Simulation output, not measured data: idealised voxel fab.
Herein follows the process module entitled voxel capacitor over wiring.
290 nm wide, 5 nm square cells: that's cross-section cut.
A cross-section is a grid of square cells, given in bands from the top down. A band is one or more rows of cells.
Within each band entry, the heights of the top and of the bottom of the band appear first, in that order and in nm; the materials of the band then follow from left to right, each with its corresponding width in nm. The designation "full width" on a single material indicates that it fills the band from edge to edge; the designation "blank" indicates empty space.
Heights are reckoned from 0. Under this level, the received wafer is all of one material. The bottommost band is open-ended downward, for example "0 and below".
Read "30->40" as a graded width: first number on top, second number at the bottom, same change between each pair of neighbouring rows.
"no modifications", as given for a step, is the statement that not any cell of the cross-section underwent a change during that step.
Closed-off voids of 8+ cells (no open route to the top) go in "Enclosed cavity list", written width x height at distance from the left edge, in nm.
Anything after a step's settings on that line? It's the simulator's own note about the step.
The line of a step may include "overlay nm". On a step with a mask, this value is how far to the right of its planned place the mask lay. A negative value means the mask lay to the left.
-- The process steps that were planned are listed below
1. RECEIVE,material Si
2. CONFORMAL_DEP,material SiO2,thk nm 10
3. CONFORMAL_DEP,material SiCN,thk nm 5
4. DIRECTIONAL_DEP,material SiO2,thk nm 25
5. PATTERN,tone open,mask id METAL_1,material resist,width nm 20,pitch nm 80,thk nm 15,overlay nm 0
6. DIRECTIONAL_ETCH,etch materials SiO2,depth nm 25
7. DIRECTIONAL_ETCH,etch materials SiCN,depth nm 5
8. STRIP,etch materials resist
9. CONFORMAL_DEP,material TiN,thk nm 5
10. FILL_DEP,material Cu,thk nm 10
11. CMP,height nm 40
12. CONFORMAL_DEP,material SiCN,thk nm 5
13. DIRECTIONAL_DEP,material lowk,thk nm 15
14. MASKED_ETCH,tone open,mask id PLUG_1,width nm 15,etch materials lowk,depth nm 15,overlay nm 0
15. MASKED_ETCH,tone open,mask id PLUG_1,width nm 15,etch materials SiCN,depth nm 5,overlay nm 0
16. CONFORMAL_DEP,material TiN,thk nm 5
17. FILL_DEP,material Cu,thk nm 10
18. CMP,height nm 60
19. DIRECTIONAL_DEP,material TiN,thk nm 10
20. DIRECTIONAL_DEP,material Al2O3,thk nm 5
21. DIRECTIONAL_DEP,material TiN,thk nm 5
22. DIRECTIONAL_DEP,material aC,thk nm 15
23. PATTERN,tone cover,mask id UPPER_PLATE,material resist,width nm 65,thk nm 35,overlay nm 0
24. DIRECTIONAL_ETCH,etch materials aC,depth nm 15
25. STRIP,etch materials resist
26. DIRECTIONAL_ETCH,etch materials TiN,depth nm 5
27. DIRECTIONAL_ETCH,etch materials Al2O3,depth nm 5
28. STRIP,etch materials aC
29. PATTERN,tone cover,mask id LOWER_PLATE,material resist,width nm 75,thk nm 20,overlay nm 0
30. DIRECTIONAL_ETCH,etch materials TiN,depth nm 10
31. STRIP,etch materials resist
32. FILL_DEP,material SiO2,thk nm 15
33. CMP,height nm 90
34. DIRECTIONAL_DEP,material aC,thk nm 10
35. PATTERN,tone open,mask id PLUG_2,material resist,width nm 15,thk nm 25,overlay nm 0
36. DIRECTIONAL_ETCH,etch materials aC,depth nm 10
37. STRIP,etch materials resist
38. DIRECTIONAL_ETCH,etch materials SiO2,depth nm 10
39. STRIP,etch materials aC
40. CONFORMAL_DEP,material TiN,thk nm 5
41. FILL_DEP,material Ru,thk nm 5
42. CMP,height nm 90
43. CONFORMAL_DEP,material SiN,thk nm 5
-- First of the two wafers, run per plan
-- Cross-section: wafer on arrival = after step 1
  0 and below: Si full width
  Enclosed cavity list: none
-- Wafer after step 2 (cross-section)
  10 down to 0: SiO2 full width
  below 0: unchanged
-- Wafer after step 3 (cross-section)
  15 down to 10: SiCN full width
  below 10: unchanged
-- Wafer after step 4 (cross-section)
  40 down to 15: SiO2 full width
  below 15: unchanged
-- Wafer after step 5 (cross-section)
  55 down to 40: resist 95 | blank 20 | resist 60 | blank 20 | resist 95
  below 40: unchanged
-- Wafer after step 6 (cross-section)
  55 down to 40: resist 95 | blank 20 | resist 60 | blank 20 | resist 95
  40 down to 15: SiO2 95 | blank 20 | SiO2 60 | blank 20 | SiO2 95
  below 15: unchanged
-- Wafer after step 7 (cross-section)
  55 down to 40: resist 95 | blank 20 | resist 60 | blank 20 | resist 95
  40 down to 15: SiO2 95 | blank 20 | SiO2 60 | blank 20 | SiO2 95
  15 down to 10: SiCN 95 | blank 20 | SiCN 60 | blank 20 | SiCN 95
  below 10: unchanged
-- Wafer after step 8 (cross-section)
  40 down to 15: SiO2 95 | blank 20 | SiO2 60 | blank 20 | SiO2 95
  below 15: unchanged
-- Wafer after step 9 (cross-section)
  45 down to 40: TiN 100 | blank 10 | TiN 70 | blank 10 | TiN 100
  40 down to 15: SiO2 95 | TiN 5 | blank 10 | TiN 5 | SiO2 60 | TiN 5 | blank 10 | TiN 5 | SiO2 95
  15 down to 10: SiCN 95 | TiN 20 | SiCN 60 | TiN 20 | SiCN 95
  below 10: unchanged
-- Wafer after step 10 (cross-section)
  55 down to 45: Cu full width
  45 down to 40: TiN 100 | Cu 10 | TiN 70 | Cu 10 | TiN 100
  40 down to 15: SiO2 95 | TiN 5 | Cu 10 | TiN 5 | SiO2 60 | TiN 5 | Cu 10 | TiN 5 | SiO2 95
  below 15: unchanged
-- Wafer after step 11 (cross-section)
  40 down to 15: SiO2 95 | TiN 5 | Cu 10 | TiN 5 | SiO2 60 | TiN 5 | Cu 10 | TiN 5 | SiO2 95
  below 15: unchanged
-- Wafer after step 12 (cross-section)
  45 down to 40: SiCN full width
  below 40: unchanged
-- Wafer after step 13 (cross-section)
  60 down to 45: lowk full width
  below 45: unchanged
-- Wafer after step 14 (cross-section)
  60 down to 45: lowk 100 | blank 15 | lowk 175
  below 45: unchanged
-- Wafer after step 15 (cross-section)
  60 down to 45: lowk 100 | blank 15 | lowk 175
  45 down to 40: SiCN 100 | blank 15 | SiCN 175
  below 40: unchanged
-- Wafer after step 16 (cross-section)
  65 down to 60: TiN 105 | blank 5 | TiN 180
  60 down to 45: lowk 100 | TiN 5 | blank 5 | TiN 5 | lowk 175
  45 down to 40: SiCN 100 | TiN 15 | SiCN 175
  below 40: unchanged
-- Wafer after step 17 (cross-section)
  75 down to 65: Cu full width
  65 down to 60: TiN 105 | Cu 5 | TiN 180
  60 down to 45: lowk 100 | TiN 5 | Cu 5 | TiN 5 | lowk 175
  below 45: unchanged
-- Wafer after step 18 (cross-section)
  60 down to 45: lowk 100 | TiN 5 | Cu 5 | TiN 5 | lowk 175
  below 45: unchanged
-- Wafer after step 19 (cross-section)
  70 down to 60: TiN full width
  below 60: unchanged
-- Wafer after step 20 (cross-section)
  75 down to 70: Al2O3 full width
  below 70: unchanged
-- Wafer after step 21 (cross-section)
  80 down to 75: TiN full width
  below 75: unchanged
-- Wafer after step 22 (cross-section)
  95 down to 80: aC full width
  below 80: unchanged
-- Wafer after step 23 (cross-section)
  130 down to 95: blank 100 | resist 65 | blank 125
  below 95: unchanged
-- Wafer after step 24 (cross-section)
  115 down to 95: blank 100 | resist 65 | blank 125
  95 down to 80: blank 100 | aC 65 | blank 125
  below 80: unchanged
-- Wafer after step 25 (cross-section)
  95 down to 80: blank 100 | aC 65 | blank 125
  below 80: unchanged
-- Wafer after step 26 (cross-section)
  95 down to 80: blank 100 | aC 65 | blank 125
  80 down to 75: blank 100 | TiN 65 | blank 125
  below 75: unchanged
-- Wafer after step 27 (cross-section)
  95 down to 80: blank 100 | aC 65 | blank 125
  80 down to 75: blank 100 | TiN 65 | blank 125
  75 down to 70: blank 100 | Al2O3 65 | blank 125
  below 70: unchanged
-- Wafer after step 28 (cross-section)
  80 down to 75: blank 100 | TiN 65 | blank 125
  below 75: unchanged
-- Wafer after step 29 (cross-section)
  100 down to 80: blank 95 | resist 75 | blank 120
  80 down to 75: blank 95 | resist 5 | TiN 65 | resist 5 | blank 120
  75 down to 70: blank 95 | resist 5 | Al2O3 65 | resist 5 | blank 120
  below 70: unchanged
-- Wafer after step 30 (cross-section)
  100 down to 80: blank 95 | resist 75 | blank 120
  80 down to 75: blank 95 | resist 5 | TiN 65 | resist 5 | blank 120
  75 down to 70: blank 95 | resist 5 | Al2O3 65 | resist 5 | blank 120
  70 down to 60: blank 95 | TiN 75 | blank 120
  below 60: unchanged
-- Wafer after step 31 (cross-section)
  80 down to 75: blank 100 | TiN 65 | blank 125
  75 down to 70: blank 100 | Al2O3 65 | blank 125
  below 70: unchanged
-- Wafer after step 32 (cross-section)
  95 down to 80: SiO2 full width
  80 down to 75: SiO2 100 | TiN 65 | SiO2 125
  75 down to 70: SiO2 100 | Al2O3 65 | SiO2 125
  70 down to 60: SiO2 95 | TiN 75 | SiO2 120
  below 60: unchanged
-- Wafer after step 33 (cross-section)
  90 down to 80: SiO2 full width
  below 80: unchanged
-- Wafer after step 34 (cross-section)
  100 down to 90: aC full width
  below 90: unchanged
-- Wafer after step 35 (cross-section)
  125 down to 100: resist 110 | blank 15 | resist 165
  below 100: unchanged
-- Wafer after step 36 (cross-section)
  115 down to 100: resist 110 | blank 15 | resist 165
  100 down to 90: aC 110 | blank 15 | aC 165
  below 90: unchanged
-- Wafer after step 37 (cross-section)
  100 down to 90: aC 110 | blank 15 | aC 165
  below 90: unchanged
-- Wafer after step 38 (cross-section)
  100 down to 90: aC 110 | blank 15 | aC 165
  90 down to 80: SiO2 110 | blank 15 | SiO2 165
  below 80: unchanged
-- Wafer after step 39 (cross-section)
  90 down to 80: SiO2 110 | blank 15 | SiO2 165
  below 80: unchanged
-- Wafer after step 40 (cross-section)
  95 down to 90: TiN 115 | blank 5 | TiN 170
  90 down to 85: SiO2 110 | TiN 5 | blank 5 | TiN 5 | SiO2 165
  85 down to 75: SiO2 110->100 | TiN 15->65 | SiO2 165->125
  below 75: unchanged
-- Wafer after step 41 (cross-section)
  100 down to 95: Ru full width
  95 down to 90: TiN 115 | Ru 5 | TiN 170
  90 down to 85: SiO2 110 | TiN 5 | Ru 5 | TiN 5 | SiO2 165
  below 85: unchanged
-- Wafer after step 42 (cross-section)
  90 down to 85: SiO2 110 | TiN 5 | Ru 5 | TiN 5 | SiO2 165
  below 85: unchanged
-- Wafer after step 43 (cross-section)
  95 down to 90: SiN full width
  below 90: unchanged
-- Wafer two: like wafer one in start and plan, but with one mistake in execution; identical up to and including step 3
-- Cross-section of the second wafer at the time step 4 of the plan should have ended
  40 down to 15: Ru full width
  below 15: unchanged
-- Cross-section of the second wafer at the time step 5 of the plan should have ended
  55 down to 40: resist 95 | blank 20 | resist 60 | blank 20 | resist 95
  below 40: unchanged
Cross-section of the second wafer at the time step 6 of the plan should have ended: no modifications
Cross-section of the second wafer at the time step 7 of the plan should have ended: no modifications
-- Cross-section of the second wafer at the time step 8 of the plan should have ended
  40 down to 15: Ru full width
  below 15: unchanged
-- Cross-section of the second wafer at the time step 9 of the plan should have ended
  45 down to 40: TiN full width
  below 40: unchanged
-- Cross-section of the second wafer at the time step 10 of the plan should have ended
  55 down to 45: Cu full width
  below 45: unchanged
-- Cross-section of the second wafer at the time step 11 of the plan should have ended
  40 down to 15: Ru full width
  below 15: unchanged
-- Cross-section of the second wafer at the time step 12 of the plan should have ended
  45 down to 40: SiCN full width
  below 40: unchanged
-- Cross-section of the second wafer at the time step 13 of the plan should have ended
  60 down to 45: lowk full width
  below 45: unchanged
-- Cross-section of the second wafer at the time step 14 of the plan should have ended
  60 down to 45: lowk 100 | blank 15 | lowk 175
  below 45: unchanged
-- Cross-section of the second wafer at the time step 15 of the plan should have ended
  60 down to 45: lowk 100 | blank 15 | lowk 175
  45 down to 40: SiCN 100 | blank 15 | SiCN 175
  below 40: unchanged
-- Cross-section of the second wafer at the time step 16 of the plan should have ended
  65 down to 60: TiN 105 | blank 5 | TiN 180
  60 down to 45: lowk 100 | TiN 5 | blank 5 | TiN 5 | lowk 175
  45 down to 40: SiCN 100 | TiN 15 | SiCN 175
  below 40: unchanged
-- Cross-section of the second wafer at the time step 17 of the plan should have ended
  75 down to 65: Cu full width
  65 down to 60: TiN 105 | Cu 5 | TiN 180
  60 down to 45: lowk 100 | TiN 5 | Cu 5 | TiN 5 | lowk 175
  below 45: unchanged
-- Cross-section of the second wafer at the time step 18 of the plan should have ended
  60 down to 45: lowk 100 | TiN 5 | Cu 5 | TiN 5 | lowk 175
  below 45: unchanged
-- Cross-section of the second wafer at the time step 19 of the plan should have ended
  70 down to 60: TiN full width
  below 60: unchanged
-- Cross-section of the second wafer at the time step 20 of the plan should have ended
  75 down to 70: Al2O3 full width
  below 70: unchanged
-- Cross-section of the second wafer at the time step 21 of the plan should have ended
  80 down to 75: TiN full width
  below 75: unchanged
-- Cross-section of the second wafer at the time step 22 of the plan should have ended
  95 down to 80: aC full width
  below 80: unchanged
-- Cross-section of the second wafer at the time step 23 of the plan should have ended
  130 down to 95: blank 100 | resist 65 | blank 125
  below 95: unchanged
-- Cross-section of the second wafer at the time step 24 of the plan should have ended
  115 down to 95: blank 100 | resist 65 | blank 125
  95 down to 80: blank 100 | aC 65 | blank 125
  below 80: unchanged
-- Cross-section of the second wafer at the time step 25 of the plan should have ended
  95 down to 80: blank 100 | aC 65 | blank 125
  below 80: unchanged
-- Cross-section of the second wafer at the time step 26 of the plan should have ended
  95 down to 80: blank 100 | aC 65 | blank 125
  80 down to 75: blank 100 | TiN 65 | blank 125
  below 75: unchanged
-- Cross-section of the second wafer at the time step 27 of the plan should have ended
  95 down to 80: blank 100 | aC 65 | blank 125
  80 down to 75: blank 100 | TiN 65 | blank 125
  75 down to 70: blank 100 | Al2O3 65 | blank 125
  below 70: unchanged
-- Cross-section of the second wafer at the time step 28 of the plan should have ended
  80 down to 75: blank 100 | TiN 65 | blank 125
  below 75: unchanged
-- Cross-section of the second wafer at the time step 29 of the plan should have ended
  100 down to 80: blank 95 | resist 75 | blank 120
  80 down to 75: blank 95 | resist 5 | TiN 65 | resist 5 | blank 120
  75 down to 70: blank 95 | resist 5 | Al2O3 65 | resist 5 | blank 120
  below 70: unchanged
-- Cross-section of the second wafer at the time step 30 of the plan should have ended
  100 down to 80: blank 95 | resist 75 | blank 120
  80 down to 75: blank 95 | resist 5 | TiN 65 | resist 5 | blank 120
  75 down to 70: blank 95 | resist 5 | Al2O3 65 | resist 5 | blank 120
  70 down to 60: blank 95 | TiN 75 | blank 120
  below 60: unchanged
-- Cross-section of the second wafer at the time step 31 of the plan should have ended
  80 down to 75: blank 100 | TiN 65 | blank 125
  75 down to 70: blank 100 | Al2O3 65 | blank 125
  below 70: unchanged
-- Cross-section of the second wafer at the time step 32 of the plan should have ended
  95 down to 80: SiO2 full width
  80 down to 75: SiO2 100 | TiN 65 | SiO2 125
  75 down to 70: SiO2 100 | Al2O3 65 | SiO2 125
  70 down to 60: SiO2 95 | TiN 75 | SiO2 120
  below 60: unchanged
-- Cross-section of the second wafer at the time step 33 of the plan should have ended
  90 down to 80: SiO2 full width
  below 80: unchanged
-- Cross-section of the second wafer at the time step 34 of the plan should have ended
  100 down to 90: aC full width
  below 90: unchanged
-- Cross-section of the second wafer at the time step 35 of the plan should have ended
  125 down to 100: resist 110 | blank 15 | resist 165
  below 100: unchanged
-- Cross-section of the second wafer at the time step 36 of the plan should have ended
  115 down to 100: resist 110 | blank 15 | resist 165
  100 down to 90: aC 110 | blank 15 | aC 165
  below 90: unchanged
-- Cross-section of the second wafer at the time step 37 of the plan should have ended
  100 down to 90: aC 110 | blank 15 | aC 165
  below 90: unchanged
-- Cross-section of the second wafer at the time step 38 of the plan should have ended
  100 down to 90: aC 110 | blank 15 | aC 165
  90 down to 80: SiO2 110 | blank 15 | SiO2 165
  below 80: unchanged
-- Cross-section of the second wafer at the time step 39 of the plan should have ended
  90 down to 80: SiO2 110 | blank 15 | SiO2 165
  below 80: unchanged
-- Cross-section of the second wafer at the time step 40 of the plan should have ended
  95 down to 90: TiN 115 | blank 5 | TiN 170
  90 down to 85: SiO2 110 | TiN 5 | blank 5 | TiN 5 | SiO2 165
  85 down to 75: SiO2 110->100 | TiN 15->65 | SiO2 165->125
  below 75: unchanged
-- Cross-section of the second wafer at the time step 41 of the plan should have ended
  100 down to 95: Ru full width
  95 down to 90: TiN 115 | Ru 5 | TiN 170
  90 down to 85: SiO2 110 | TiN 5 | Ru 5 | TiN 5 | SiO2 165
  below 85: unchanged
-- Cross-section of the second wafer at the time step 42 of the plan should have ended
  90 down to 85: SiO2 110 | TiN 5 | Ru 5 | TiN 5 | SiO2 165
  below 85: unchanged
-- Cross-section of the second wafer at the time step 43 of the plan should have ended
  95 down to 90: SiN full width
  below 90: unchanged
Finding, execution versus plan: contrary to plan, step 4 was performed as DIRECTIONAL_DEP,material Ru,thk nm 25
End of process, cell counts, second wafer against first, materials with more or fewer: Cu -20; Ru +290; SiCN +8; SiO2 -250; TiN -28
